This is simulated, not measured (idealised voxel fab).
The document below concerns the process module designated voxel lift off.
Each square cell in cross-section cut measures 5 nm, and the section as a whole is 215 nm wide.
When this document writes out a cross-section, it uses a grid of square cells and lists it as bands, beginning at the top and moving down, with a band standing for one or more rows of cells. Within each band entry, the heights of the top and of the bottom of the band appear first, in that order and in nm; the materials of the band then follow from left to right, each with its corresponding width in nm. The designation "everywhere" on a single material indicates that it fills the band from edge to edge; the designation "empty" indicates empty space. Note: height 0 marks the level under which the wafer is uniformly one material as received. Lowest band unbounded below, written "0 nm and below". The expression "30 to 40" gives the width at the extremes of the band, the first number at its top row of cells and the second at its bottom row, with the width changing by equal amounts from each row to the next in between. "nothing changed" for a step: no cell of the cross-section changed in that step. Any empty space of 8 cells or more lacking an open way to the top shows up in "Enclosed void inventory" as width x height at distance, distance from the left edge, in nm. Note: text after step settings on the step line = simulator remark on that step. Regarding "overlay nm": on a step with a mask, it is the distance the mask lay to the right of its planned place; a negative value places it to the left.

**Steps planned for the process**
1: RECEIVE,material Si
2: CONFORMAL_DEP,material SiN,thk nm 5
3: PATTERN,tone open,mask id LINES,material resist,width nm 25,pitch nm 50,thk nm 25,overlay nm 0
4: DIRECTIONAL_DEP,material Ru,thk nm 15
5: STRIP,etch materials resist
6: CONFORMAL_DEP,material SiN,thk nm 5

**Received-state cross-section, reflecting completion of step 1**
> 0 nm and below  Si everywhere
> Enclosed void inventory: none

**End-of-module cross-section. Starting structure and process plan as above; one mistake made in running it**
> 25 nm to 20 nm  empty: 20 / SiN: 30 / empty: 20 / SiN: 30 / empty: 20 / SiN: 30 / empty: 20 / SiN: 30 / empty: 15
> 20 nm to 10 nm  empty: 20 / SiN: 5 / Ru: 20 / SiN: 5 / empty: 20 / SiN: 5 / Ru: 20 / SiN: 5 / empty: 20 / SiN: 5 / Ru: 20 / SiN: 5 / empty: 20 / SiN: 5 / Ru: 20 / SiN: 5 / empty: 15
> 10 nm to 5 nm  SiN: 25 / Ru: 20 / SiN: 30 / Ru: 20 / SiN: 30 / Ru: 20 / SiN: 30 / Ru: 20 / SiN: 20
> 5 nm to 0 nm  SiN everywhere
> 0 nm and below  Si everywhere
> Enclosed void inventory: none
what went wrong: so step 3 ended up running with a different setting than we planned, it ran as PATTERN,tone open,mask id LINES,material resist,width nm 20,pitch nm 50,thk nm 25,overlay nm 0
